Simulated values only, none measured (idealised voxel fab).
process module | voxel wiring stack
cross-section cut | 200 nm wide | cells 5 nm
A cross-section is a grid of square cells, given in bands from the top down. A band is one or more rows of cells.
Each band's line starts with the height of the band's top and of its bottom, in nm. Then come its materials from left to right, each with its width in nm. One material with "throughout" fills the band from edge to edge. "air" is empty space.
Height 0 is the level under which the wafer as received is all one material. The lowest band goes on downwards, as in "0 down".
A width such as "30 to 40" changes by the same amount from each row of cells to the next, from the band's top row to its bottom row.
"no change" after a step means that no cell of the cross-section changed.
closed voids: empty space of 8 cells or more with no open way to the top, each as width x height at its distance from the left edge, in nm
after a step's settings: what the simulator itself notes on the step
overlay nm, on a step with a mask: how far to the right of its planned place the mask lay; to the left if negative
plan
1 op RECEIVE | material Si
2 op CONFORMAL_DEP | material SiO2 | thk nm 10
3 op CONFORMAL_DEP | material SiN | thk nm 5
4 op DIRECTIONAL_DEP | material SiO2 | thk nm 25
5 op MASKED_ETCH | tone open | mask id METAL_1 | width nm 25 | pitch nm 55 | etch materials SiO2 | depth nm 25 | overlay nm 0
6 op MASKED_ETCH | tone open | mask id METAL_1 | width nm 25 | pitch nm 55 | etch materials SiN | depth nm 5 | overlay nm 0
7 op CONFORMAL_DEP | material TiN | thk nm 5
8 op FILL_DEP | material W | thk nm 5
9 op CMP | height nm 40
10 op EPI | material Ru | thk nm 5
11 op FILL_DEP | material SiCN | thk nm 5
12 op DIRECTIONAL_DEP | material lowk | thk nm 25
13 op PATTERN | tone open | mask id METAL_2 | material resist | width nm 25 | pitch nm 55 | thk nm 15 | overlay nm 0
14 op DIRECTIONAL_ETCH | etch materials lowk | depth nm 15
15 op STRIP | etch materials resist
16 op MASKED_ETCH | tone open | mask id METAL_2_HOLES | width nm 15 | pitch nm 55 | etch materials lowk | depth nm 10 | overlay nm 0
17 op MASKED_ETCH | tone open | mask id METAL_2_HOLES | width nm 15 | pitch nm 55 | etch materials SiCN | depth nm 5 | overlay nm 0
18 op CONFORMAL_DEP | material TiN | thk nm 5
19 op FILL_DEP | material Cu | thk nm 5
20 op CMP | height nm 75
21 op CONFORMAL_DEP | material SiN | thk nm 5
first wafer, as planned
as received, after step 1
  0 down: Si throughout
  closed voids: none
after step 2
  10 to 0: SiO2 throughout
  below 0: unchanged
after step 3
  15 to 10: SiN throughout
  below 10: unchanged
after step 4
  40 to 15: SiO2 throughout
  below 15: unchanged
after step 5
  40 to 15: SiO2 60 | air 25 | SiO2 30 | air 25 | SiO2 60
  below 15: unchanged
after step 6
  40 to 15: SiO2 60 | air 25 | SiO2 30 | air 25 | SiO2 60
  15 to 10: SiN 60 | air 25 | SiN 30 | air 25 | SiN 60
  below 10: unchanged
after step 7
  45 to 40: TiN 65 | air 15 | TiN 40 | air 15 | TiN 65
  40 to 15: SiO2 60 | TiN 5 | air 15 | TiN 5 | SiO2 30 | TiN 5 | air 15 | TiN 5 | SiO2 60
  15 to 10: SiN 60 | TiN 25 | SiN 30 | TiN 25 | SiN 60
  below 10: unchanged
after step 8
  50 to 45: W throughout
  45 to 40: TiN 65 | W 15 | TiN 40 | W 15 | TiN 65
  40 to 15: SiO2 60 | TiN 5 | W 15 | TiN 5 | SiO2 30 | TiN 5 | W 15 | TiN 5 | SiO2 60
  below 15: unchanged
after step 9
  40 to 15: SiO2 60 | TiN 5 | W 15 | TiN 5 | SiO2 30 | TiN 5 | W 15 | TiN 5 | SiO2 60
  below 15: unchanged
after step 10
  45 to 40: air 55 | Ru 35 | air 20 | Ru 35 | air 55
  below 40: unchanged
after step 11
  50 to 45: SiCN throughout
  45 to 40: SiCN 55 | Ru 35 | SiCN 20 | Ru 35 | SiCN 55
  below 40: unchanged
after step 12
  75 to 50: lowk throughout
  below 50: unchanged
after step 13
  90 to 75: resist 60 | air 25 | resist 30 | air 25 | resist 60
  below 75: unchanged
after step 14
  90 to 75: resist 60 | air 25 | resist 30 | air 25 | resist 60
  75 to 60: lowk 60 | air 25 | lowk 30 | air 25 | lowk 60
  below 60: unchanged
after step 15
  75 to 60: lowk 60 | air 25 | lowk 30 | air 25 | lowk 60
  below 60: unchanged
after step 16
  75 to 60: lowk 60 | air 25 | lowk 30 | air 25 | lowk 60
  60 to 50: lowk 60 | air 15 | lowk 40 | air 15 | lowk 70
  below 50: unchanged
after step 17
  75 to 60: lowk 60 | air 25 | lowk 30 | air 25 | lowk 60
  60 to 50: lowk 60 | air 15 | lowk 40 | air 15 | lowk 70
  50 to 45: SiCN 60 | air 15 | SiCN 40 | air 15 | SiCN 70
  below 45: unchanged
after step 18
  80 to 75: TiN 65 | air 15 | TiN 40 | air 15 | TiN 65
  75 to 65: lowk 60 | TiN 5 | air 15 | TiN 5 | lowk 30 | TiN 5 | air 15 | TiN 5 | lowk 60
  65 to 60: lowk 60 | TiN 5 | air 5 | TiN 15 | lowk 30 | TiN 5 | air 5 | TiN 15 | lowk 60
  60 to 50: lowk 60 | TiN 5 | air 5 | TiN 5 | lowk 40 | TiN 5 | air 5 | TiN 5 | lowk 70
  50 to 45: SiCN 60 | TiN 15 | SiCN 40 | TiN 15 | SiCN 70
  below 45: unchanged
after step 19
  85 to 80: Cu throughout
  80 to 75: TiN 65 | Cu 15 | TiN 40 | Cu 15 | TiN 65
  75 to 65: lowk 60 | TiN 5 | Cu 15 | TiN 5 | lowk 30 | TiN 5 | Cu 15 | TiN 5 | lowk 60
  65 to 60: lowk 60 | TiN 5 | Cu 5 | TiN 15 | lowk 30 | TiN 5 | Cu 5 | TiN 15 | lowk 60
  60 to 50: lowk 60 | TiN 5 | Cu 5 | TiN 5 | lowk 40 | TiN 5 | Cu 5 | TiN 5 | lowk 70
  below 50: unchanged
after step 20
  75 to 65: lowk 60 | TiN 5 | Cu 15 | TiN 5 | lowk 30 | TiN 5 | Cu 15 | TiN 5 | lowk 60
  below 65: unchanged
after step 21
  80 to 75: SiN throughout
  below 75: unchanged
second wafer: like start, like plan, one mistake. Through step 12 it matches the first wafer
when step 13 should have ended
  90 to 75: resist 55 | air 25 | resist 30 | air 25 | resist 65
  below 75: unchanged
when step 14 should have ended
  90 to 75: resist 55 | air 25 | resist 30 | air 25 | resist 65
  75 to 60: lowk 55 | air 25 | lowk 30 | air 25 | lowk 65
  below 60: unchanged
when step 15 should have ended
  75 to 60: lowk 55 | air 25 | lowk 30 | air 25 | lowk 65
  below 60: unchanged
when step 16 should have ended
  75 to 60: lowk 55 | air 25 | lowk 30 | air 25 | lowk 65
  60 to 50: lowk 60 | air 15 | lowk 40 | air 15 | lowk 70
  below 50: unchanged
when step 17 should have ended
  75 to 60: lowk 55 | air 25 | lowk 30 | air 25 | lowk 65
  60 to 50: lowk 60 | air 15 | lowk 40 | air 15 | lowk 70
  50 to 45: SiCN 60 | air 15 | SiCN 40 | air 15 | SiCN 70
  below 45: unchanged
when step 18 should have ended
  80 to 75: TiN 60 | air 15 | TiN 40 | air 15 | TiN 70
  75 to 65: lowk 55 | TiN 5 | air 15 | TiN 5 | lowk 30 | TiN 5 | air 15 | TiN 5 | lowk 65
  65 to 60: lowk 55 | TiN 10 | air 5 | TiN 10 | lowk 30 | TiN 10 | air 5 | TiN 10 | lowk 65
  60 to 50: lowk 60 | TiN 5 | air 5 | TiN 5 | lowk 40 | TiN 5 | air 5 | TiN 5 | lowk 70
  50 to 45: SiCN 60 | TiN 15 | SiCN 40 | TiN 15 | SiCN 70
  below 45: unchanged
when step 19 should have ended
  85 to 80: Cu throughout
  80 to 75: TiN 60 | Cu 15 | TiN 40 | Cu 15 | TiN 70
  75 to 65: lowk 55 | TiN 5 | Cu 15 | TiN 5 | lowk 30 | TiN 5 | Cu 15 | TiN 5 | lowk 65
  65 to 60: lowk 55 | TiN 10 | Cu 5 | TiN 10 | lowk 30 | TiN 10 | Cu 5 | TiN 10 | lowk 65
  60 to 50: lowk 60 | TiN 5 | Cu 5 | TiN 5 | lowk 40 | TiN 5 | Cu 5 | TiN 5 | lowk 70
  below 50: unchanged
when step 20 should have ended
  75 to 65: lowk 55 | TiN 5 | Cu 15 | TiN 5 | lowk 30 | TiN 5 | Cu 15 | TiN 5 | lowk 65
  below 65: unchanged
when step 21 should have ended
  80 to 75: SiN throughout
  below 75: unchanged
what went wrong: step 13 ran as: op PATTERN | tone open | mask id METAL_2 | material resist | width nm 25 | pitch nm 55 | thk nm 15 | overlay nm -5
at the end the second wafer has, in cells: as many of each material as the first, in other places
